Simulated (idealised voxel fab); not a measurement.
The process module that follows is named voxel wiring stack.
It is cross-section cut that appears here, measuring 180 nm in width, its square cells being 5 nm in size.
Cross-section = grid of square cells, listed top down in bands; band = one or more rows.
Band: top height; bottom height; in nm. Then, left to right: material with width in nm, for each material. "everywhere": a single material spanning edge to edge. "empty": empty space.
Ref level 0: as-received wafer is one material below here. Bottom band extends down with no lower bound ("0..down").
Graded width ("30->40"): value in top row of band = first number; value in bottom row = second number; row-to-row change constant.
Take "remained unchanged" at face value: in the step it is given for, the cross-section changed in none of its cells.
Each empty space that has no open way to the top and spans at least 8 cells appears under "Closed void list" as width x height at distance, the distance counted from the left edge, all in nm.
What comes after the settings on a step's line is commentary from the simulator itself on that step.
The line of a step may include "overlay nm". On a step with a mask, this value is how far to the right of its planned place the mask lay. A negative value means the mask lay to the left.
LISTED BELOW ARE THE PROCESS STEPS AS PLANNED
1. op RECEIVE | material Si
2. op CONFORMAL_DEP | material SiO2 | thk nm 10
3. op DIRECTIONAL_DEP | material TiN | thk nm 5
4. op DIRECTIONAL_DEP | material W | thk nm 25
5. op DIRECTIONAL_DEP | material aC | thk nm 10
6. op PATTERN | tone cover | mask id METAL_1 | material resist | width nm 25 | pitch nm 45 | thk nm 30 | overlay nm 0
7. op DIRECTIONAL_ETCH | etch materials aC | depth nm 10
8. op STRIP | etch materials resist
9. op DIRECTIONAL_ETCH | etch materials W | depth nm 25
10. op DIRECTIONAL_ETCH | etch materials TiN | depth nm 5
11. op STRIP | etch materials aC
12. op CONFORMAL_DEP | material SiN | thk nm 5
13. op FILL_DEP | material lowk | thk nm 10
14. op CMP | height nm 40
15. op CONFORMAL_DEP | material SiCN | thk nm 5
16. op DIRECTIONAL_DEP | material lowk | thk nm 30
17. op DIRECTIONAL_DEP | material aC | thk nm 15
18. op PATTERN | tone open | mask id METAL_2_HOLES | material resist | width nm 15 | pitch nm 45 | thk nm 35 | overlay nm 0
19. op DIRECTIONAL_ETCH | etch materials aC | depth nm 15
20. op STRIP | etch materials resist
21. op DIRECTIONAL_ETCH | etch materials lowk | depth nm 30
22. op STRIP | etch materials aC
23. op DIRECTIONAL_DEP | material aC | thk nm 15
24. op PATTERN | tone open | mask id METAL_2 | material resist | width nm 25 | pitch nm 45 | thk nm 30 | overlay nm 0
25. op DIRECTIONAL_ETCH | etch materials aC | depth nm 15
26. op STRIP | etch materials resist
27. op DIRECTIONAL_ETCH | etch materials lowk | depth nm 20
28. op DIRECTIONAL_ETCH | etch materials SiCN | depth nm 5
29. op STRIP | etch materials aC
30. op CONFORMAL_DEP | material TiN | thk nm 5
31. op FILL_DEP | material Cu | thk nm 5
32. op CMP | height nm 75
33. op CONFORMAL_DEP | material SiCN | thk nm 5
34. op DIRECTIONAL_DEP | material lowk | thk nm 25
35. op DIRECTIONAL_DEP | material aC | thk nm 10
36. op PATTERN | tone open | mask id METAL_3_HOLES | material resist | width nm 15 | thk nm 25 | overlay nm 0
37. op DIRECTIONAL_ETCH | etch materials aC | depth nm 10
38. op STRIP | etch materials resist
39. op DIRECTIONAL_ETCH | etch materials lowk | depth nm 25
40. op STRIP | etch materials aC
41. op PATTERN | tone open | mask id METAL_3 | material resist | width nm 25 | pitch nm 45 | thk nm 20 | overlay nm 0
42. op DIRECTIONAL_ETCH | etch materials lowk | depth nm 15
43. op DIRECTIONAL_ETCH | etch materials SiCN | depth nm 5
44. op STRIP | etch materials resist
45. op CONFORMAL_DEP | material TiN | thk nm 5
46. op FILL_DEP | material Cu | thk nm 10
47. op CMP | height nm 105
48. op CONFORMAL_DEP | material SiCN | thk nm 5
49. op DIRECTIONAL_DEP | material SiO2 | thk nm 25
50. op MASKED_ETCH | tone open | mask id METAL_4_HOLES | width nm 15 | etch materials SiO2 | depth nm 25 | overlay nm 0
51. op DIRECTIONAL_DEP | material aC | thk nm 15
52. op PATTERN | tone open | mask id METAL_4 | material resist | width nm 25 | pitch nm 45 | thk nm 35 | overlay nm 0
53. op DIRECTIONAL_ETCH | etch materials aC | depth nm 15
54. op STRIP | etch materials resist
55. op DIRECTIONAL_ETCH | etch materials SiO2 | depth nm 15
56. op DIRECTIONAL_ETCH | etch materials SiCN | depth nm 5
57. op STRIP | etch materials aC
58. op CONFORMAL_DEP | material TiN | thk nm 5
59. op FILL_DEP | material Cu | thk nm 5
60. op CMP | height nm 135
61. op CONFORMAL_DEP | material SiCN | thk nm 5
THIS IS THE CROSS-SECTION OF THE WAFER AS WE RECEIVED IT, I.E. AFTER STEP 1
    0..down | Si everywhere
    Closed void list: none
WAFER AT MODULE END, IN SECTION. BEGAN AS ABOVE, PLANNED AS ABOVE, RUN WITH ONE MISTAKE
    140..135 | SiCN everywhere
    135..125 | SiO2 55 / TiN 5 / Cu 15 / TiN 5 / SiO2 20 / TiN 5 / Cu 15 / TiN 5 / SiO2 55
    125..120 | SiO2 55 / TiN 5 / Cu 5 / TiN 15 / SiO2 20 / TiN 25 / SiO2 55
    120..110 | SiO2 55 / TiN 5 / Cu 5 / TiN 5 / SiO2 110
    110..105 | SiCN 55 / TiN 15 / SiCN 110
    105..95 | lowk 55 / TiN 5 / Cu 15 / TiN 5 / lowk 20 / TiN 5 / Cu 15 / TiN 5 / lowk 55
    95..90 | lowk 55 / TiN 5 / Cu 5 / TiN 15 / lowk 20 / TiN 25 / lowk 55
    90..80 | lowk 55 / TiN 5 / Cu 5 / TiN 5 / lowk 110
    80..75 | SiCN 55 / TiN 15 / SiCN 110
    75..60 | lowk 55 / TiN 5 / Cu 15 / TiN 5 / lowk 20 / TiN 5 / Cu 15 / TiN 5 / lowk 55
    60..55 | lowk 55 / TiN 5 / Cu 5 / TiN 15 / lowk 20 / TiN 5 / Cu 5 / TiN 15 / lowk 55
    55..45 | lowk 55 / TiN 5 / Cu 5 / TiN 5 / lowk 30 / TiN 5 / Cu 5 / TiN 5 / lowk 65
    45..40 | SiCN 55 / TiN 15 / SiCN 30 / TiN 15 / SiCN 65
    40..15 | Cu 50 / SiN 5 / W 25 / SiN 5 / Cu 10 / SiN 5 / W 25 / SiN 5 / Cu 50
    15..10 | SiN 55 / TiN 25 / SiN 20 / TiN 25 / SiN 55
    10..0 | SiO2 everywhere
    0..down | Si everywhere
    Closed void list: none
Processing error: step 13 ran with different settings than intended, the actual operation and settings being op FILL_DEP | material Cu | thk nm 10
